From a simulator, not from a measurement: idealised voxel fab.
Module name: voxel spacer lines (process module)
In the cross-section labelled cut, the width is 245 nm and each square cell is 5 nm.
Cross-section = grid of square cells, listed top down in bands; band = one or more rows. The entry gives the band's vertical extent as a top height and a bottom height in nm, then its horizontal make-up as materials from left to right, each with a width in nm. "blank" stands for empty space; a single material marked "all across" fills the band edge to edge. Heights from 0 (as-received wafer is one material below). Bottom band endless downward, as "z 0 and below". The expression "30->40" gives the width at the extremes of the band, the first number at its top row of cells and the second at its bottom row, with the width changing by equal amounts from each row to the next in between. It should be understood that the words "remained unchanged", when stated for a given step, signify that the cross-section underwent no change in any of its cells during that step. "Sealed voids" - sealed voids, min. 8 cells, no opening to top; format: width x height at distance (distance from left edge; nm throughout). Formally, on a step line, whatever follows the settings is a remark that the simulator itself makes on the step. "overlay nm" on a masked step: distance the mask lay right of its planned place, negative for left.

List of planned process steps
step 1: RECEIVE with material Si
step 2: CONFORMAL_DEP with material Al2O3, thk nm 10
step 3: DIRECTIONAL_DEP with material TiN, thk nm 10
step 4: DIRECTIONAL_DEP with material aC, thk nm 20
step 5: PATTERN with tone cover, mask id MANDREL, material resist, width nm 20, pitch nm 70, thk nm 30, overlay nm 0
step 6: DIRECTIONAL_ETCH with etch materials aC, depth nm 20
step 7: STRIP with etch materials resist
step 8: CONFORMAL_DEP with material SiO2, thk nm 15
step 9: DIRECTIONAL_ETCH with etch materials SiO2, depth nm 15
step 10: STRIP with etch materials aC
step 11: DIRECTIONAL_ETCH with etch materials TiN, depth nm 10
step 12: STRIP with etch materials SiO2

Here's what the wafer looked like in cross-section when it arrived - that's after step 1
  z 0 and below | Si all across
  Sealed voids: none

Below is the wafer in cross-section after the module was completed. It began from the starting point shown above and followed the plan shown above, except that one mistake was made while running it
  z 10 to 0 | 25 of blank, 15 of TiN, 20 of blank, 15 of TiN, 20 of blank, 15 of TiN, 20 of blank, 15 of TiN, 20 of blank, 15 of TiN, 20 of blank, 15 of TiN, 30 of blank
  z 0 and below | Si all across
  Sealed voids: none
In executing the process, a mistake was made relative to the plan: step 2 was left out
